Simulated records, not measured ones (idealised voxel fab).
The following process module bears the name voxel fin reveal.
This is section cut - it's 275 nm across, gridded in 5 nm square cells.
We lay out every cross-section as a grid of square cells and spell it out in bands from the top down, where one band means one or more rows of cells. Top, bottom (nm), then materials left to right with widths (nm); lone material tagged "throughout" fills the whole band edge to edge; "empty" = empty space. Heights are expressed relative to 0, this being the level below which the as-received wafer comprises one material exclusively. The lowest band is unbounded in the downward direction and is denoted as in "0 nm and below". Per-row width for "30..40": begins at first number (top row of band), ends at second number (bottom row), increment between rows held constant. The cross-section has no changed cell in any step marked "nothing altered". "Enclosed void entries" contains a list of empty spaces, each no smaller than 8 cells and without an open way to the top, written in the form width x height at distance with the distance from the left edge and all three in nm. Step line, after settings: the simulator's comment on this step. overlay nm: how far to the right of its planned place the mask lay on this masked step (negative: to the left).
-- Process steps (planned)
| 1 | RECEIVE, material Si |
| 2 | CONFORMAL_DEP, material SiN, thk nm 5 |
| 3 | PATTERN, tone cover, mask id FINS, material resist, width nm 15, pitch nm 35, thk nm 20, overlay nm 0 |
| 4 | DIRECTIONAL_ETCH, etch materials SiN, depth nm 5 |
| 5 | DIRECTIONAL_ETCH, etch materials Si, depth nm 30 |
| 6 | STRIP, etch materials resist |
| 7 | FILL_DEP, material SiO2, thk nm 5 |
| 8 | CMP, height nm 5 |
| 9 | SELECTIVE_ETCH, etch materials SiO2, depth nm 15 |
| 10 | STRIP, etch materials SiN |
-- Wafer at receipt (post step 1), cross-section
  0 nm and below  Si throughout
  Enclosed void entries: none
-- Cross-section: first of two wafers, module finished, run according to plan
  0 nm to -10 nm  empty=95; Si=15; empty=20; Si=15; empty=20; Si=15; empty=95
  -10 nm to -30 nm  SiO2=95; Si=15; SiO2=20; Si=15; SiO2=20; Si=15; SiO2=95
  -30 nm and below  Si throughout
  Enclosed void entries: none
-- Wafer two (of two), end-of-module cross-section: start = wafer one, plan = wafer one, one run mistake
  0 nm to -30 nm  empty=95; Si=15; empty=20; Si=15; empty=20; Si=15; empty=95
  -30 nm and below  Si throughout
  Enclosed void entries: none
Short version of what went wrong: step 7: run off-plan, actual operation and settings FILL_DEP, material SiN, thk nm 5
Final cells, second wafer relative to first, materials higher or lower: SiO2: 184 fewer
